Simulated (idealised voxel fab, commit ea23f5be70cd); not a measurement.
process module | voxel tone inversion
cross-section cut | 275 nm wide | cells 5 nm
A cross-section is a grid of square cells, given in bands from the top down. A band is one or more rows of cells.
Each band's line starts with the height of the band's top and of its bottom, in nm. Then come its materials from left to right, each with its width in nm. One material with "throughout" fills the band from edge to edge. "air" is empty space.
Height 0 is the level under which the wafer as received is all one material. The lowest band goes on downwards, as in "0 down".
A width such as "30 to 40" changes by the same amount from each row of cells to the next, from the band's top row to its bottom row.
"no change" after a step means that no cell of the cross-section changed.
closed voids: empty space of 8 cells or more with no open way to the top, each as width x height at its distance from the left edge, in nm
after a step's settings: what the simulator itself notes on the step
overlay nm, on a step with a mask: how far to the right of its planned place the mask lay; to the left if negative
plan
1 op RECEIVE | material Si
2 op CONFORMAL_DEP | material SiN | thk nm 5
3 op DIRECTIONAL_DEP | material polySi | thk nm 20
4 op PATTERN | tone cover | mask id POSTS | material resist | width nm 15 | pitch nm 40 | thk nm 25 | overlay nm 0
5 op DIRECTIONAL_ETCH | etch materials polySi | depth nm 20
6 op STRIP | etch materials resist
7 op FILL_DEP | material lowk | thk nm 5
8 op CMP | height nm 25
9 op STRIP | etch materials polySi
10 op CONFORMAL_DEP | material TiN | thk nm 5
11 op FILL_DEP | material Ru | thk nm 10
12 op CMP | height nm 25
13 op CONFORMAL_DEP | material SiCN | thk nm 5
as received, after step 1
  0 down: Si throughout
  closed voids: none
first wafer at the end, as planned
  30 to 25: SiCN throughout
  25 to 10: lowk 70 | TiN 5 | Ru 5 | TiN 5 | lowk 25 | TiN 5 | Ru 5 | TiN 5 | lowk 25 | TiN 5 | Ru 5 | TiN 5 | lowk 25 | TiN 5 | Ru 5 | TiN 5 | lowk 70
  10 to 5: lowk 70 | TiN 15 | lowk 25 | TiN 15 | lowk 25 | TiN 15 | lowk 25 | TiN 15 | lowk 70
  5 to 0: SiN throughout
  0 down: Si throughout
  closed voids: none
second wafer at the end: like start, like plan, one mistake
  30 to 25: SiCN throughout
  25 to 10: lowk 65 | TiN 5 | Ru 15 | TiN 5 | lowk 15 | TiN 5 | Ru 15 | TiN 5 | lowk 15 | TiN 5 | Ru 15 | TiN 5 | lowk 15 | TiN 5 | Ru 15 | TiN 5 | lowk 65
  10 to 5: lowk 65 | TiN 25 | lowk 15 | TiN 25 | lowk 15 | TiN 25 | lowk 15 | TiN 25 | lowk 65
  5 to 0: SiN throughout
  0 down: Si throughout
  closed voids: none
what went wrong: step 4 ran as: op PATTERN | tone cover | mask id POSTS | material resist | width nm 25 | pitch nm 40 | thk nm 25 | overlay nm 0
at the end the second wafer has, in cells: 24 more of Ru | 8 more of TiN | 32 fewer of lowk
